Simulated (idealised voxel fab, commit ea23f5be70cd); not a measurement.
Process module heading - voxel capacitor over wiring
Displayed cross-section: cut, width of 220 nm, square cells sized 5 nm.
This document writes a cross-section as a grid whose cells are square, and gives it as bands, listed from the top down; one or more rows of cells form a band.
Heights first: top, then bottom, in nm. Then materials, left to right, each with a width in nm. "everywhere" on a single material: fills the band edge to edge. "empty": empty space.
For the purposes of this specification, 0 denotes the height below which the wafer in its as-received condition is composed wholly of one material, and the lowermost band, lacking a lower limit, extends downward without end, as expressed in "from 0 down".
When a width is written as two numbers, as in "30..40", the first number is the width in the top row of cells of the band and the second is the width in its bottom row, and the width changes by the same amount from each row to the next.
Reading "identical to before" for a step: not a cell of the cross-section changed in it.
The entry "Sealed void list" lists the empty spaces that cover at least 8 cells and have no open path to the top. Each is written as width x height at distance, where the distance is measured from the left edge and all three values are in nm.
Heads up: the bit after the settings on a step's line is the simulator's remark on that step.
overlay nm: mask right of planned place by this much (step with mask). Neg. = left.
Each of the pairs that make up the rest of this document says: here is the cross-section before one process step, here is the cross-section after it, drawn only down to the lowest band that changed, and here, under the pair, is the step lying between them with its settings. Different pairs may come from different runs of this module on the same starting wafer, so a pair continues from the pair above it only where its entry headed "Pre-step profile" says so.
Pre-step profile:
> from 85 to 75 | SiO2 75, empty 15, SiO2 130
> from 75 to 65 | SiO2 65, TiN 65, SiO2 90
> from 65 to 60 | SiO2 65, SiN 65, SiO2 90
> from 60 to 50 | SiO2 60, TiN 75, SiO2 85
> from 50 to 45 | SiCN 65, TiN 15, SiCN 140
> from 45 to 35 | lowk everywhere
> from 35 to 15 | lowk 50, TiN 5, Cu 20, TiN 5, lowk 60, TiN 5, Cu 20, TiN 5, lowk 50
> from 15 to 10 | SiCN 50, TiN 30, SiCN 60, TiN 30, SiCN 50
> from 10 to 0 | SiO2 everywhere
> from 0 down | Si everywhere
> Sealed void list: none
Cut View, Post-Step:
> from 90 to 85 | TiN 80, empty 5, TiN 135
> from 85 to 80 | SiO2 75, TiN 5, empty 5, TiN 5, SiO2 130
> from 80 to 75 | SiO2 75, TiN 15, SiO2 130
> Rest of section, below 75: as before.
> Sealed void list: none
Link between the two cross-sections above: CONFORMAL_DEP with material TiN, thk nm 5
Pre-step profile: equal to the after panel directly above.
Cut View, Post-Step:
> from 100 to 90 | Ru everywhere
> from 90 to 85 | TiN 80, Ru 5, TiN 135
> from 85 to 80 | SiO2 75, TiN 5, Ru 5, TiN 5, SiO2 130
> Rest of section, below 80: as before.
> Sealed void list: none
Link between the two cross-sections above: FILL_DEP with material Ru, thk nm 10
Pre-step profile: equal to the after panel directly above.
Cut View, Post-Step:
> from 85 to 80 | SiO2 75, TiN 5, Ru 5, TiN 5, SiO2 130
> Rest of section, below 80: as before.
> Sealed void list: none
Link between the two cross-sections above: CMP with height nm 85
Pre-step profile: equal to the after panel directly above.
Cut View, Post-Step:
> from 90 to 85 | SiN everywhere
> Rest of section, below 85: as before.
> Sealed void list: none
Link between the two cross-sections above: CONFORMAL_DEP with material SiN, thk nm 5
Pre-step profile:
> from 50 to 40 | Cu everywhere
> from 40 to 35 | TiN 55, Cu 20, TiN 70, Cu 20, TiN 55
> from 35 to 15 | lowk 50, TiN 5, Cu 20, TiN 5, lowk 60, TiN 5, Cu 20, TiN 5, lowk 50
> from 15 to 10 | SiCN 50, TiN 30, SiCN 60, TiN 30, SiCN 50
> from 10 to 0 | SiO2 everywhere
> from 0 down | Si everywhere
> Sealed void list: none
Cut View, Post-Step:
> from 45 to 40 | Cu everywhere
> Rest of section, below 40: as before.
> Sealed void list: none
Link between the two cross-sections above: CMP with height nm 45
Pre-step profile: equal to the after panel directly above.
Cut View, Post-Step:
> from 50 to 45 | SiCN everywhere
> Rest of section, below 45: as before.
> Sealed void list: none
Link between the two cross-sections above: CONFORMAL_DEP with material SiCN, thk nm 5
Pre-step profile: equal to the after panel directly above.
Cut View, Post-Step:
> from 60 to 50 | lowk everywhere
> Rest of section, below 50: as before.
> Sealed void list: none
Link between the two cross-sections above: DIRECTIONAL_DEP with material lowk, thk nm 10
Pre-step profile: equal to the after panel directly above.
Cut View, Post-Step:
> from 75 to 60 | resist 65, empty 15, resist 140
> Rest of section, below 60: as before.
> Sealed void list: none
Link between the two cross-sections above: PATTERN with tone open, mask id PLUG_1, material resist, width nm 15, thk nm 15, overlay nm 0
Pre-step profile: equal to the after panel directly above.
Cut View, Post-Step:
> from 75 to 60 | resist 65, empty 15, resist 140
> from 60 to 50 | lowk 65, empty 15, lowk 140
> Rest of section, below 50: as before.
> Sealed void list: none
Link between the two cross-sections above: DIRECTIONAL_ETCH with etch materials lowk, depth nm 10
Pre-step profile: equal to the after panel directly above.
Cut View, Post-Step:
> from 75 to 60 | resist 65, empty 15, resist 140
> from 60 to 50 | lowk 65, empty 15, lowk 140
> from 50 to 45 | SiCN 65, empty 15, SiCN 140
> Rest of section, below 45: as before.
> Sealed void list: none
Link between the two cross-sections above: DIRECTIONAL_ETCH with etch materials SiCN, depth nm 5
Pre-step profile: equal to the after panel directly above.
Cut View, Post-Step:
> from 60 to 50 | lowk 65, empty 15, lowk 140
> Rest of section, below 50: as before.
> Sealed void list: none
Link between the two cross-sections above: STRIP with etch materials resist
Pre-step profile: equal to the after panel directly above.
Cut View, Post-Step:
> from 65 to 60 | TiN 70, empty 5, TiN 145
> from 60 to 50 | lowk 65, TiN 5, empty 5, TiN 5, lowk 140
> from 50 to 45 | SiCN 65, TiN 15, SiCN 140
> Rest of section, below 45: as before.
> Sealed void list: none
Link between the two cross-sections above: CONFORMAL_DEP with material TiN, thk nm 5
Pre-step profile: equal to the after panel directly above.
Cut View, Post-Step:
> from 70 to 65 | Ru everywhere
> from 65 to 60 | TiN 70, Ru 5, TiN 145
> from 60 to 50 | lowk 65, TiN 5, Ru 5, TiN 5, lowk 140
> Rest of section, below 50: as before.
> Sealed void list: none
Link between the two cross-sections above: FILL_DEP with material Ru, thk nm 5
Pre-step profile: equal to the after panel directly above.
Cut View, Post-Step:
> from 50 to 45 | SiCN 65, TiN 15, SiCN 140
> Rest of section, below 45: as before.
> Sealed void list: none
Link between the two cross-sections above: CMP with height nm 50
Pre-step profile: equal to the after panel directly above.
Cut View, Post-Step:
> from 60 to 50 | TiN everywhere
> Rest of section, below 50: as before.
> Sealed void list: none
Link between the two cross-sections above: DIRECTIONAL_DEP with material TiN, thk nm 10
Pre-step profile: equal to the after panel directly above.
Cut View, Post-Step:
> from 65 to 60 | SiN everywhere
> Rest of section, below 60: as before.
> Sealed void list: none
Link between the two cross-sections above: DIRECTIONAL_DEP with material SiN, thk nm 5
Pre-step profile: equal to the after panel directly above.
Cut View, Post-Step:
> from 75 to 65 | TiN everywhere
> Rest of section, below 65: as before.
> Sealed void list: none
Link between the two cross-sections above: DIRECTIONAL_DEP with material TiN, thk nm 10
Pre-step profile: equal to the after panel directly above.
Cut View, Post-Step:
> from 90 to 75 | aC everywhere
> Rest of section, below 75: as before.
> Sealed void list: none
Link between the two cross-sections above: DIRECTIONAL_DEP with material aC, thk nm 15
Pre-step profile: equal to the after panel directly above.
Cut View, Post-Step:
> from 125 to 90 | empty 65, resist 65, empty 90
> Rest of section, below 90: as before.
> Sealed void list: none
Link between the two cross-sections above: PATTERN with tone cover, mask id UPPER_PLATE, material resist, width nm 65, thk nm 35, overlay nm 0
Pre-step profile: equal to the after panel directly above.
Cut View, Post-Step:
> from 110 to 90 | empty 65, resist 65, empty 90
> from 90 to 75 | empty 65, aC 65, empty 90
> Rest of section, below 75: as before.
> Sealed void list: none
Link between the two cross-sections above: DIRECTIONAL_ETCH with etch materials aC, depth nm 15
Pre-step profile: equal to the after panel directly above.
Cut View, Post-Step:
> from 90 to 75 | empty 65, aC 65, empty 90
> Rest of section, below 75: as before.
> Sealed void list: none
Link between the two cross-sections above: STRIP with etch materials resist
Pre-step profile: equal to the after panel directly above.
Cut View, Post-Step:
> from 90 to 75 | empty 65, aC 65, empty 90
> from 75 to 65 | empty 65, TiN 65, empty 90
> Rest of section, below 65: as before.
> Sealed void list: none
Link between the two cross-sections above: DIRECTIONAL_ETCH with etch materials TiN, depth nm 10
Pre-step profile: equal to the after panel directly above.
Cut View, Post-Step:
> from 90 to 75 | empty 65, aC 65, empty 90
> from 75 to 65 | empty 65, TiN 65, empty 90
> from 65 to 60 | empty 65, SiN 65, empty 90
> Rest of section, below 60: as before.
> Sealed void list: none
Link between the two cross-sections above: DIRECTIONAL_ETCH with etch materials SiN, depth nm 5
Pre-step profile: equal to the after panel directly above.
Cut View, Post-Step:
> from 75 to 65 | empty 65, TiN 65, empty 90
> Rest of section, below 65: as before.
> Sealed void list: none
Link between the two cross-sections above: STRIP with etch materials aC
Pre-step profile: equal to the after panel directly above.
Cut View, Post-Step:
> from 95 to 75 | empty 60, resist 75, empty 85
> from 75 to 65 | empty 60, resist 5, TiN 65, resist 5, empty 85
> from 65 to 60 | empty 60, resist 5, SiN 65, resist 5, empty 85
> Rest of section, below 60: as before.
> Sealed void list: none
Link between the two cross-sections above: PATTERN with tone cover, mask id LOWER_PLATE, material resist, width nm 75, thk nm 20, overlay nm 0
Pre-step profile: equal to the after panel directly above.
Cut View, Post-Step:
> from 95 to 75 | empty 60, resist 75, empty 85
> from 75 to 65 | empty 60, resist 5, TiN 65, resist 5, empty 85
> from 65 to 60 | empty 60, resist 5, SiN 65, resist 5, empty 85
> from 60 to 50 | empty 60, TiN 75, empty 85
> Rest of section, below 50: as before.
> Sealed void list: none
Link between the two cross-sections above: DIRECTIONAL_ETCH with etch materials TiN, depth nm 10
Pre-step profile: equal to the after panel directly above.
Cut View, Post-Step:
> from 75 to 65 | empty 65, TiN 65, empty 90
> from 65 to 60 | empty 65, SiN 65, empty 90
> Rest of section, below 60: as before.
> Sealed void list: none
Link between the two cross-sections above: STRIP with etch materials resist
Pre-step profile: equal to the after panel directly above.
Cut View, Post-Step:
> from 90 to 75 | SiO2 everywhere
> from 75 to 65 | SiO2 65, TiN 65, SiO2 90
> from 65 to 60 | SiO2 65, SiN 65, SiO2 90
> from 60 to 50 | SiO2 60, TiN 75, SiO2 85
> Rest of section, below 50: as before.
> Sealed void list: none
Link between the two cross-sections above: FILL_DEP with material SiO2, thk nm 15
Pre-step profile: equal to the after panel directly above.
Cut View, Post-Step:
> from 85 to 75 | SiO2 everywhere
> Rest of section, below 75: as before.
> Sealed void list: none
Link between the two cross-sections above: CMP with height nm 85
Pre-step profile: equal to the after panel directly above.
Cut View, Post-Step:
> from 100 to 85 | aC everywhere
> Rest of section, below 85: as before.
> Sealed void list: none
Link between the two cross-sections above: DIRECTIONAL_DEP with material aC, thk nm 15
Pre-step profile: equal to the after panel directly above.
Cut View, Post-Step:
> from 130 to 100 | resist 75, empty 15, resist 130
> Rest of section, below 100: as before.
> Sealed void list: none
Link between the two cross-sections above: PATTERN with tone open, mask id PLUG_2, material resist, width nm 15, thk nm 30, overlay nm 0
Pre-step profile: equal to the after panel directly above.
Cut View, Post-Step:
> from 115 to 100 | resist 75, empty 15, resist 130
> from 100 to 85 | aC 75, empty 15, aC 130
> Rest of section, below 85: as before.
> Sealed void list: none
Link between the two cross-sections above: DIRECTIONAL_ETCH with etch materials aC, depth nm 15
Pre-step profile: equal to the after panel directly above.
Cut View, Post-Step:
> from 100 to 85 | aC 75, empty 15, aC 130
> Rest of section, below 85: as before.
> Sealed void list: none
Link between the two cross-sections above: STRIP with etch materials resist
Pre-step profile: equal to the after panel directly above.
Cut View, Post-Step:
> from 100 to 85 | aC 75, empty 15, aC 130
> from 85 to 75 | SiO2 75, empty 15, SiO2 130
> Rest of section, below 75: as before.
> Sealed void list: none
Link between the two cross-sections above: DIRECTIONAL_ETCH with etch materials SiO2, depth nm 10
Pre-step profile: equal to the after panel directly above.
Cut View, Post-Step:
> from 85 to 75 | SiO2 75, empty 15, SiO2 130
> Rest of section, below 75: as before.
> Sealed void list: none
Link between the two cross-sections above: STRIP with etch materials aC
Pre-step profile: equal to the after panel directly above.
Cut View, Post-Step:
> from 90 to 85 | TiN 80, empty 5, TiN 135
> from 85 to 80 | SiO2 75, TiN 5, empty 5, TiN 5, SiO2 130
> from 80 to 75 | SiO2 75, TiN 15, SiO2 130
> Rest of section, below 75: as before.
> Sealed void list: none
Link between the two cross-sections above: CONFORMAL_DEP with material TiN, thk nm 5
Pre-step profile: equal to the after panel directly above.
Cut View, Post-Step:
> from 100 to 90 | Ru everywhere
> from 90 to 85 | TiN 80, Ru 5, TiN 135
> from 85 to 80 | SiO2 75, TiN 5, Ru 5, TiN 5, SiO2 130
> Rest of section, below 80: as before.
> Sealed void list: none
Link between the two cross-sections above: FILL_DEP with material Ru, thk nm 10
Pre-step profile: equal to the after panel directly above.
Cut View, Post-Step:
> from 85 to 80 | SiO2 75, TiN 5, Ru 5, TiN 5, SiO2 130
> Rest of section, below 80: as before.
> Sealed void list: none
Link between the two cross-sections above: CMP with height nm 85
Pre-step profile: equal to the after panel directly above.
Cut View, Post-Step:
> from 90 to 85 | SiN everywhere
> Rest of section, below 85: as before.
> Sealed void list: none
Link between the two cross-sections above: CONFORMAL_DEP with material SiN, thk nm 5
Pre-step profile:
> from 75 to 65 | empty 65, TiN 65, empty 90
> from 65 to 60 | empty 65, SiN 65, empty 90
> from 60 to 50 | TiN everywhere
> from 50 to 40 | lowk 65, TiN 5, Ru 5, TiN 5, lowk 140
> from 40 to 35 | SiCN 65, TiN 15, SiCN 140
> from 35 to 15 | lowk 50, TiN 5, Cu 20, TiN 5, lowk 60, TiN 5, Cu 20, TiN 5, lowk 50
> from 15 to 10 | SiCN 50, TiN 30, SiCN 60, TiN 30, SiCN 50
> from 10 to 0 | SiO2 everywhere
> from 0 down | Si everywhere
> Sealed void list: none
Cut View, Post-Step:
> from 95 to 75 | empty 60, resist 80, empty 80
> from 75 to 65 | empty 60, resist 5, TiN 65, resist 10, empty 80
> from 65 to 60 | empty 60, resist 5, SiN 65, resist 10, empty 80
> Rest of section, below 60: as before.
> Sealed void list: none
Link between the two cross-sections above: PATTERN with tone cover, mask id LOWER_PLATE, material resist, width nm 80, thk nm 20, overlay nm 0
Pre-step profile: equal to the after panel directly above.
Cut View, Post-Step:
> from 95 to 75 | empty 60, resist 80, empty 80
> from 75 to 65 | empty 60, resist 5, TiN 65, resist 10, empty 80
> from 65 to 60 | empty 60, resist 5, SiN 65, resist 10, empty 80
> from 60 to 50 | empty 60, TiN 80, empty 80
> Rest of section, below 50: as before.
> Sealed void list: none
Link between the two cross-sections above: DIRECTIONAL_ETCH with etch materials TiN, depth nm 10
Pre-step profile: equal to the after panel directly above.
Cut View, Post-Step:
> from 75 to 65 | empty 65, TiN 65, empty 90
> from 65 to 60 | empty 65, SiN 65, empty 90
> Rest of section, below 60: as before.
> Sealed void list: none
Link between the two cross-sections above: STRIP with etch materials resist
Pre-step profile: equal to the after panel directly above.
Cut View, Post-Step:
> from 90 to 75 | SiO2 everywhere
> from 75 to 65 | SiO2 65, TiN 65, SiO2 90
> from 65 to 60 | SiO2 65, SiN 65, SiO2 90
> from 60 to 50 | SiO2 60, TiN 80, SiO2 80
> Rest of section, below 50: as before.
> Sealed void list: none
Link between the two cross-sections above: FILL_DEP with material SiO2, thk nm 15
Pre-step profile: equal to the after panel directly above.
Cut View, Post-Step:
> from 85 to 75 | SiO2 everywhere
> Rest of section, below 75: as before.
> Sealed void list: none
Link between the two cross-sections above: CMP with height nm 85
Pre-step profile: equal to the after panel directly above.
Cut View, Post-Step:
> from 100 to 85 | aC everywhere
> Rest of section, below 85: as before.
> Sealed void list: none
Link between the two cross-sections above: DIRECTIONAL_DEP with material aC, thk nm 15
Pre-step profile: equal to the after panel directly above.
Cut View, Post-Step:
> from 130 to 100 | resist 75, empty 15, resist 130
> Rest of section, below 100: as before.
> Sealed void list: none
Link between the two cross-sections above: PATTERN with tone open, mask id PLUG_2, material resist, width nm 15, thk nm 30, overlay nm 0
Pre-step profile: equal to the after panel directly above.
Cut View, Post-Step:
> from 115 to 100 | resist 75, empty 15, resist 130
> from 100 to 85 | aC 75, empty 15, aC 130
> Rest of section, below 85: as before.
> Sealed void list: none
Link between the two cross-sections above: DIRECTIONAL_ETCH with etch materials aC, depth nm 15
Pre-step profile: equal to the after panel directly above.
Cut View, Post-Step:
> from 100 to 85 | aC 75, empty 15, aC 130
> Rest of section, below 85: as before.
> Sealed void list: none
Link between the two cross-sections above: STRIP with etch materials resist
Pre-step profile: equal to the after panel directly above.
Cut View, Post-Step:
> from 100 to 85 | aC 75, empty 15, aC 130
> from 85 to 75 | SiO2 75, empty 15, SiO2 130
> Rest of section, below 75: as before.
> Sealed void list: none
Link between the two cross-sections above: DIRECTIONAL_ETCH with etch materials SiO2, depth nm 10
Pre-step profile: equal to the after panel directly above.
Cut View, Post-Step:
> from 85 to 75 | SiO2 75, empty 15, SiO2 130
> Rest of section, below 75: as before.
> Sealed void list: none
Link between the two cross-sections above: STRIP with etch materials aC
Pre-step profile: equal to the after panel directly above.
Cut View, Post-Step:
> from 90 to 85 | TiN 80, empty 5, TiN 135
> from 85 to 80 | SiO2 75, TiN 5, empty 5, TiN 5, SiO2 130
> from 80 to 75 | SiO2 75, TiN 15, SiO2 130
> Rest of section, below 75: as before.
> Sealed void list: none
Link between the two cross-sections above: CONFORMAL_DEP with material TiN, thk nm 5
Pre-step profile: equal to the after panel directly above.
Cut View, Post-Step:
> from 100 to 90 | Ru everywhere
> from 90 to 85 | TiN 80, Ru 5, TiN 135
> from 85 to 80 | SiO2 75, TiN 5, Ru 5, TiN 5, SiO2 130
> Rest of section, below 80: as before.
> Sealed void list: none
Link between the two cross-sections above: FILL_DEP with material Ru, thk nm 10
Pre-step profile: equal to the after panel directly above.
Cut View, Post-Step:
> from 85 to 80 | SiO2 75, TiN 5, Ru 5, TiN 5, SiO2 130
> Rest of section, below 80: as before.
> Sealed void list: none
Link between the two cross-sections above: CMP with height nm 85
Pre-step profile: equal to the after panel directly above.
Cut View, Post-Step:
> from 90 to 85 | SiN everywhere
> Rest of section, below 85: as before.
> Sealed void list: none
Link between the two cross-sections above: CONFORMAL_DEP with material SiN, thk nm 5
Pre-step profile:
> from 75 to 65 | empty 65, TiN 65, empty 90
> from 65 to 60 | empty 65, SiN 65, empty 90
> from 60 to 50 | TiN everywhere
> from 50 to 40 | lowk 65, TiN 5, Ru 5, TiN 5, lowk 140
> from 40 to 35 | SiCN 65, TiN 15, SiCN 140
> from 35 to 15 | lowk 50, TiN 5, Cu 20, TiN 5, lowk 60, TiN 5, Cu 20, TiN 5, lowk 50
> from 15 to 10 | SiCN 50, TiN 30, SiCN 60, TiN 30, SiCN 50
> from 10 to 0 | SiO2 everywhere
> from 0 down | Si everywhere
> Sealed void list: none
Cut View, Post-Step:
> from 95 to 75 | empty 50, resist 75, empty 95
> from 75 to 65 | empty 50, resist 15, TiN 65, empty 90
> from 65 to 60 | empty 50, resist 15, SiN 65, empty 90
> Rest of section, below 60: as before.
> Sealed void list: none
Link between the two cross-sections above: PATTERN with tone cover, mask id LOWER_PLATE, material resist, width nm 75, thk nm 20, overlay nm -10
Pre-step profile: equal to the after panel directly above.
Cut View, Post-Step:
> from 95 to 75 | empty 50, resist 75, empty 95
> from 75 to 65 | empty 50, resist 15, TiN 60, empty 95
> from 65 to 60 | empty 50, resist 15, SiN 65, empty 90
> from 60 to 50 | empty 50, TiN 80, empty 90
> Rest of section, below 50: as before.
> Sealed void list: none
Link between the two cross-sections above: DIRECTIONAL_ETCH with etch materials TiN, depth nm 10
Pre-step profile: equal to the after panel directly above.
Cut View, Post-Step:
> from 75 to 65 | empty 65, TiN 60, empty 95
> from 65 to 60 | empty 65, SiN 65, empty 90
> Rest of section, below 60: as before.
> Sealed void list: none
Link between the two cross-sections above: STRIP with etch materials resist
Pre-step profile: equal to the after panel directly above.
Cut View, Post-Step:
> from 90 to 75 | SiO2 everywhere
> from 75 to 65 | SiO2 65, TiN 60, SiO2 95
> from 65 to 60 | SiO2 65, SiN 65, SiO2 90
> from 60 to 50 | SiO2 50, TiN 80, SiO2 90
> Rest of section, below 50: as before.
> Sealed void list: none
Link between the two cross-sections above: FILL_DEP with material SiO2, thk nm 15
Pre-step profile: equal to the after panel directly above.
Cut View, Post-Step:
> from 85 to 75 | SiO2 everywhere
> Rest of section, below 75: as before.
> Sealed void list: none
Link between the two cross-sections above: CMP with height nm 85
Pre-step profile: equal to the after panel directly above.
Cut View, Post-Step:
> from 100 to 85 | aC everywhere
> Rest of section, below 85: as before.
> Sealed void list: none
Link between the two cross-sections above: DIRECTIONAL_DEP with material aC, thk nm 15
Pre-step profile: equal to the after panel directly above.
Cut View, Post-Step:
> from 130 to 100 | resist 75, empty 15, resist 130
> Rest of section, below 100: as before.
> Sealed void list: none
Link between the two cross-sections above: PATTERN with tone open, mask id PLUG_2, material resist, width nm 15, thk nm 30, overlay nm 0
Pre-step profile: equal to the after panel directly above.
Cut View, Post-Step:
> from 115 to 100 | resist 75, empty 15, resist 130
> from 100 to 85 | aC 75, empty 15, aC 130
> Rest of section, below 85: as before.
> Sealed void list: none
Link between the two cross-sections above: DIRECTIONAL_ETCH with etch materials aC, depth nm 15
Pre-step profile: equal to the after panel directly above.
Cut View, Post-Step:
> from 100 to 85 | aC 75, empty 15, aC 130
> Rest of section, below 85: as before.
> Sealed void list: none
Link between the two cross-sections above: STRIP with etch materials resist
Pre-step profile: equal to the after panel directly above.
Cut View, Post-Step:
> from 100 to 85 | aC 75, empty 15, aC 130
> from 85 to 75 | SiO2 75, empty 15, SiO2 130
> Rest of section, below 75: as before.
> Sealed void list: none
Link between the two cross-sections above: DIRECTIONAL_ETCH with etch materials SiO2, depth nm 10
Pre-step profile: equal to the after panel directly above.
Cut View, Post-Step:
> from 85 to 75 | SiO2 75, empty 15, SiO2 130
> Rest of section, below 75: as before.
> Sealed void list: none
Link between the two cross-sections above: STRIP with etch materials aC
Pre-step profile: equal to the after panel directly above.
Cut View, Post-Step:
> from 90 to 85 | TiN 80, empty 5, TiN 135
> from 85 to 80 | SiO2 75, TiN 5, empty 5, TiN 5, SiO2 130
> from 80 to 75 | SiO2 75, TiN 15, SiO2 130
> Rest of section, below 75: as before.
> Sealed void list: none
Link between the two cross-sections above: CONFORMAL_DEP with material TiN, thk nm 5
Pre-step profile: equal to the after panel directly above.
Cut View, Post-Step:
> from 100 to 90 | Ru everywhere
> from 90 to 85 | TiN 80, Ru 5, TiN 135
> from 85 to 80 | SiO2 75, TiN 5, Ru 5, TiN 5, SiO2 130
> Rest of section, below 80: as before.
> Sealed void list: none
Link between the two cross-sections above: FILL_DEP with material Ru, thk nm 10
Pre-step profile: equal to the after panel directly above.
Cut View, Post-Step:
> from 85 to 80 | SiO2 75, TiN 5, Ru 5, TiN 5, SiO2 130
> Rest of section, below 80: as before.
> Sealed void list: none
Link between the two cross-sections above: CMP with height nm 85
Pre-step profile: equal to the after panel directly above.
Cut View, Post-Step:
> from 90 to 85 | SiN everywhere
> Rest of section, below 85: as before.
> Sealed void list: none
Link between the two cross-sections above: CONFORMAL_DEP with material SiN, thk nm 5
Pre-step profile:
> from 75 to 65 | empty 65, TiN 65, empty 90
> from 65 to 60 | empty 65, SiN 65, empty 90
> from 60 to 50 | empty 60, TiN 75, empty 85
> from 50 to 40 | lowk 65, TiN 5, Ru 5, TiN 5, lowk 140
> from 40 to 35 | SiCN 65, TiN 15, SiCN 140
> from 35 to 15 | lowk 50, TiN 5, Cu 20, TiN 5, lowk 60, TiN 5, Cu 20, TiN 5, lowk 50
> from 15 to 10 | SiCN 50, TiN 30, SiCN 60, TiN 30, SiCN 50
> from 10 to 0 | SiO2 everywhere
> from 0 down | Si everywhere
> Sealed void list: none
Cut View, Post-Step:
> from 90 to 75 | Ru everywhere
> from 75 to 65 | Ru 65, TiN 65, Ru 90
> from 65 to 60 | Ru 65, SiN 65, Ru 90
> from 60 to 50 | Ru 60, TiN 75, Ru 85
> Rest of section, below 50: as before.
> Sealed void list: none
Link between the two cross-sections above: FILL_DEP with material Ru, thk nm 15
Pre-step profile: equal to the after panel directly above.
Cut View, Post-Step:
> from 85 to 75 | Ru everywhere
> Rest of section, below 75: as before.
> Sealed void list: none
Link between the two cross-sections above: CMP with height nm 85
Pre-step profile: equal to the after panel directly above.
Cut View, Post-Step:
> from 100 to 85 | aC everywhere
> Rest of section, below 85: as before.
> Sealed void list: none
Link between the two cross-sections above: DIRECTIONAL_DEP with material aC, thk nm 15
Pre-step profile: equal to the after panel directly above.
Cut View, Post-Step:
> from 130 to 100 | resist 75, empty 15, resist 130
> Rest of section, below 100: as before.
> Sealed void list: none
Link between the two cross-sections above: PATTERN with tone open, mask id PLUG_2, material resist, width nm 15, thk nm 30, overlay nm 0
Pre-step profile: equal to the after panel directly above.
Cut View, Post-Step:
> from 115 to 100 | resist 75, empty 15, resist 130
> from 100 to 85 | aC 75, empty 15, aC 130
> Rest of section, below 85: as before.
> Sealed void list: none
Link between the two cross-sections above: DIRECTIONAL_ETCH with etch materials aC, depth nm 15
Pre-step profile: equal to the after panel directly above.
Cut View, Post-Step:
> from 100 to 85 | aC 75, empty 15, aC 130
> Rest of section, below 85: as before.
> Sealed void list: none
Link between the two cross-sections above: STRIP with etch materials resist
Pre-step profile: equal to the after panel directly above.
Cut View, Post-Step:
> from 85 to 75 | Ru everywhere
> Rest of section, below 75: as before.
> Sealed void list: none
Link between the two cross-sections above: STRIP with etch materials aC
Pre-step profile: equal to the after panel directly above.
Cut View, Post-Step:
> from 90 to 85 | TiN everywhere
> Rest of section, below 85: as before.
> Sealed void list: none
Link between the two cross-sections above: CONFORMAL_DEP with material TiN, thk nm 5
Pre-step profile: equal to the after panel directly above.
Cut View, Post-Step:
> from 100 to 90 | Ru everywhere
> Rest of section, below 90: as before.
> Sealed void list: none
Link between the two cross-sections above: FILL_DEP with material Ru, thk nm 10
Pre-step profile: equal to the after panel directly above.
Cut View, Post-Step:
> from 85 to 75 | Ru everywhere
> Rest of section, below 75: as before.
> Sealed void list: none
Link between the two cross-sections above: CMP with height nm 85
Pre-step profile: equal to the after panel directly above.
Cut View, Post-Step:
> from 90 to 85 | SiN everywhere
> Rest of section, below 85: as before.
> Sealed void list: none
Link between the two cross-sections above: CONFORMAL_DEP with material SiN, thk nm 5
Pre-step profile:
> from 100 to 85 | aC everywhere
> from 85 to 75 | SiO2 everywhere
> from 75 to 65 | SiO2 65, TiN 65, SiO2 90
> from 65 to 60 | SiO2 65, SiN 65, SiO2 90
> from 60 to 50 | SiO2 60, TiN 75, SiO2 85
> from 50 to 40 | lowk 65, TiN 5, Ru 5, TiN 5, lowk 140
> from 40 to 35 | SiCN 65, TiN 15, SiCN 140
> from 35 to 15 | lowk 50, TiN 5, Cu 20, TiN 5, lowk 60, TiN 5, Cu 20, TiN 5, lowk 50
> from 15 to 10 | SiCN 50, TiN 30, SiCN 60, TiN 30, SiCN 50
> from 10 to 0 | SiO2 everywhere
> from 0 down | Si everywhere
> Sealed void list: none
Cut View, Post-Step:
> from 130 to 100 | empty 75, resist 15, empty 130
> Rest of section, below 100: as before.
> Sealed void list: none
Link between the two cross-sections above: PATTERN with tone cover, mask id PLUG_2, material resist, width nm 15, thk nm 30, overlay nm 0
Pre-step profile: equal to the after panel directly above.
Cut View, Post-Step:
> from 115 to 100 | empty 75, resist 15, empty 130
> from 100 to 85 | empty 75, aC 15, empty 130
> Rest of section, below 85: as before.
> Sealed void list: none
Link between the two cross-sections above: DIRECTIONAL_ETCH with etch materials aC, depth nm 15
Pre-step profile: equal to the after panel directly above.
Cut View, Post-Step:
> from 100 to 85 | empty 75, aC 15, empty 130
> Rest of section, below 85: as before.
> Sealed void list: none
Link between the two cross-sections above: STRIP with etch materials resist
Pre-step profile: equal to the after panel directly above.
Cut View, Post-Step:
> from 100 to 85 | empty 75, aC 15, empty 130
> from 85 to 75 | empty 75, SiO2 15, empty 130
> Rest of section, below 75: as before.
> Sealed void list: none
Link between the two cross-sections above: DIRECTIONAL_ETCH with etch materials SiO2, depth nm 10
Pre-step profile: equal to the after panel directly above.
Cut View, Post-Step:
> from 85 to 75 | empty 75, SiO2 15, empty 130
> Rest of section, below 75: as before.
> Sealed void list: none
Link between the two cross-sections above: STRIP with etch materials aC
Pre-step profile: equal to the after panel directly above.
Cut View, Post-Step:
> from 90 to 85 | empty 70, TiN 25, empty 125
> from 85 to 80 | empty 70, TiN 5, SiO2 15, TiN 5, empty 125
> from 80 to 75 | TiN 75, SiO2 15, TiN 130
> Rest of section, below 75: as before.
> Sealed void list: none
Link between the two cross-sections above: CONFORMAL_DEP with material TiN, thk nm 5
Pre-step profile: equal to the after panel directly above.
Cut View, Post-Step:
> from 100 to 90 | Ru everywhere
> from 90 to 85 | Ru 70, TiN 25, Ru 125
> from 85 to 80 | Ru 70, TiN 5, SiO2 15, TiN 5, Ru 125
> Rest of section, below 80: as before.
> Sealed void list: none
Link between the two cross-sections above: FILL_DEP with material Ru, thk nm 10
Pre-step profile: equal to the after panel directly above.
Cut View, Post-Step:
> from 85 to 80 | Ru 70, TiN 5, SiO2 15, TiN 5, Ru 125
> Rest of section, below 80: as before.
> Sealed void list: none
Link between the two cross-sections above: CMP with height nm 85
Pre-step profile: equal to the after panel directly above.
Cut View, Post-Step:
> from 90 to 85 | SiN everywhere
> Rest of section, below 85: as before.
> Sealed void list: none
Link between the two cross-sections above: CONFORMAL_DEP with material SiN, thk nm 5
